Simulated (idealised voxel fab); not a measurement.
The following process module bears the name voxel air gaps.
The cross-section shown here is cut; it is 270 nm wide and divided into square cells measuring 5 nm on a side.
Square cells in a grid make up a cross-section in this document, and the grid is given as bands, listed from the top down, each one or more rows of cells.
It is stipulated that each band's entry specify, in nanometres, the height of the top of the band and then that of its bottom, followed by the materials of the band in left-to-right sequence, each together with its width in nanometres. A single material marked by the word "full width" is understood to fill the band from edge to edge; the word "blank" is understood to denote empty space.
Height datum 0, below which the as-received substrate wafer is one material. Lowest band open at the bottom, running downward: "0..down".
When a width is written as two numbers, as in "30->40", the first number is the width in the top row of cells of the band and the second is the width in its bottom row, and the width changes by the same amount from each row to the next.
Step marked "same as before"? Then no cell in the cross-section changed in it.
Closed-off voids of 8+ cells (no open route to the top) go in "Enclosed void entries", written width x height at distance from the left edge, in nm.
The remark found on a step's line after its settings is issued by the simulator itself and pertains to that step.
overlay nm: step with mask; distance mask lay right of planned place; negative value = left of planned place.

The following list gives the planned process steps:
1. RECEIVE [material Si]
2. CONFORMAL_DEP [material SiO2] [thk nm 15]
3. CONFORMAL_DEP [material SiCN] [thk nm 5]
4. DIRECTIONAL_DEP [material lowk] [thk nm 30]
5. PATTERN [tone open] [mask id LINES] [material resist] [width nm 25] [pitch nm 50] [thk nm 15] [overlay nm 0]
6. DIRECTIONAL_ETCH [etch materials lowk] [depth nm 30]
7. STRIP [etch materials resist]
8. CONFORMAL_DEP [material TiN] [thk nm 5]
9. FILL_DEP [material W] [thk nm 5]
10. CMP [height nm 50]
11. EPI [material Ru] [thk nm 10]
12. SELECTIVE_ETCH [etch materials lowk] [depth nm 40]
13. CONFORMAL_DEP [material SiCN] [thk nm 5]

As-received state of the wafer in cross-section, equivalent to post-step 1:
0..down  Si full width
Enclosed void entries: none

What the wafer looks like in cross-section after this module, when it starts as shown above and follows the plan above but one mistake is made in running it:
65..60  SiCN full width
60..50  Ru full width
50..45  TiN 75  W 15  TiN 35  W 15  TiN 35  W 15  TiN 80
45..20  lowk 70  TiN 5  W 15  TiN 5  lowk 25  TiN 5  W 15  TiN 5  lowk 25  TiN 5  W 15  TiN 5  lowk 75
20..15  lowk 70  TiN 25  lowk 25  TiN 25  lowk 25  TiN 25  lowk 75
15..0  SiO2 full width
0..down  Si full width
Enclosed void entries: none
Plan not followed: no execution of plan step 3; skipped
